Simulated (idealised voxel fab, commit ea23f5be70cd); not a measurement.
voxel self aligned vias: a process module
This is section cut - it's 300 nm across, gridded in 5 nm square cells.
For the purposes of this document, a cross-section shall be understood as a grid of square cells, specified as bands listed in top-to-bottom order, each band consisting of one or more rows of cells.
Heights first: top, then bottom, in nm. Then materials, left to right, each with a width in nm. "full width" on a single material: fills the band edge to edge. "air": empty space.
Note: height 0 marks the level under which the wafer is uniformly one material as received. Lowest band unbounded below, written "0 and below".
Quick explanation for "30..40": the width changes in equal steps down the rows of cells, from the first number in the band's top row to the second number in its bottom row.
It should be understood that the words "no modification", when stated for a given step, signify that the cross-section underwent no change in any of its cells during that step.
Any empty space of 8 cells or more lacking an open way to the top shows up in "Fully enclosed voids" as width x height at distance, distance from the left edge, in nm.
Post-settings text on a step line: simulator's own remark regarding the step.
overlay nm: mask offset rightward from planned place, masked step; negative means leftward offset.
-- This section lists the process steps that were planned
- 1: RECEIVE, material Si
- 2: CONFORMAL_DEP, material SiO2, thk nm 15
- 3: CONFORMAL_DEP, material SiCN, thk nm 5
- 4: DIRECTIONAL_DEP, material SiO2, thk nm 25
- 5: MASKED_ETCH, tone open, mask id LINES, width nm 30, pitch nm 55, etch materials SiO2, depth nm 30, overlay nm 0
- 6: CONFORMAL_DEP, material TiN, thk nm 5
- 7: FILL_DEP, material Ru, thk nm 10
- 8: CMP, height nm 50
- 9: SELECTIVE_ETCH, etch materials W Ru TiN, depth nm 10
- 10: FILL_DEP, material SiN, thk nm 5
- 11: CMP, height nm 50
- 12: DIRECTIONAL_DEP, material SiO2, thk nm 15
- 13: PATTERN, tone open, mask id VIAS, material resist, width nm 40, pitch nm 110, thk nm 20, overlay nm 0
- 14: DIRECTIONAL_ETCH, etch materials SiO2, depth nm 15
- 15: DIRECTIONAL_ETCH, etch materials SiN, depth nm 10
- 16: STRIP, etch materials resist
- 17: CONFORMAL_DEP, material TiN, thk nm 5
- 18: FILL_DEP, material Cu, thk nm 5
- 19: CMP, height nm 65
- 20: CONFORMAL_DEP, material SiN, thk nm 5
The thk nm used in step 4 is not the same on every wafer, whereas the starting condition is; the value printed in the plan is the first wafer's.
-- The first of several wafers, as received after step 1, seen in section
	0 and below  Si full width
	Fully enclosed voids: none
-- Heads up, this table goes wafer by wafer. A row tells you, at the end of the module, how many cells of each material that wafer has put on (+) or dropped (-) since it was received, and then its closed voids
thk nm 25, +44 Cu, +36 Ru, +60 SiCN, +110 SiN, +522 SiO2, +68 TiN, Fully enclosed voids: none
thk nm 30, +40 Cu, +36 Ru, +60 SiCN, +72 SiN, +564 SiO2, +68 TiN, Fully enclosed voids: none
thk nm 35, +40 Cu, +24 Ru, +60 SiCN, +72 SiN, +582 SiO2, +62 TiN, Fully enclosed voids: none
thk nm 40, +40 Cu, +12 Ru, +60 SiCN, +72 SiN, +600 SiO2, +56 TiN, Fully enclosed voids: none
thk nm 45, +40 Cu, +60 SiCN, +72 SiN, +618 SiO2, +50 TiN, Fully enclosed voids: none
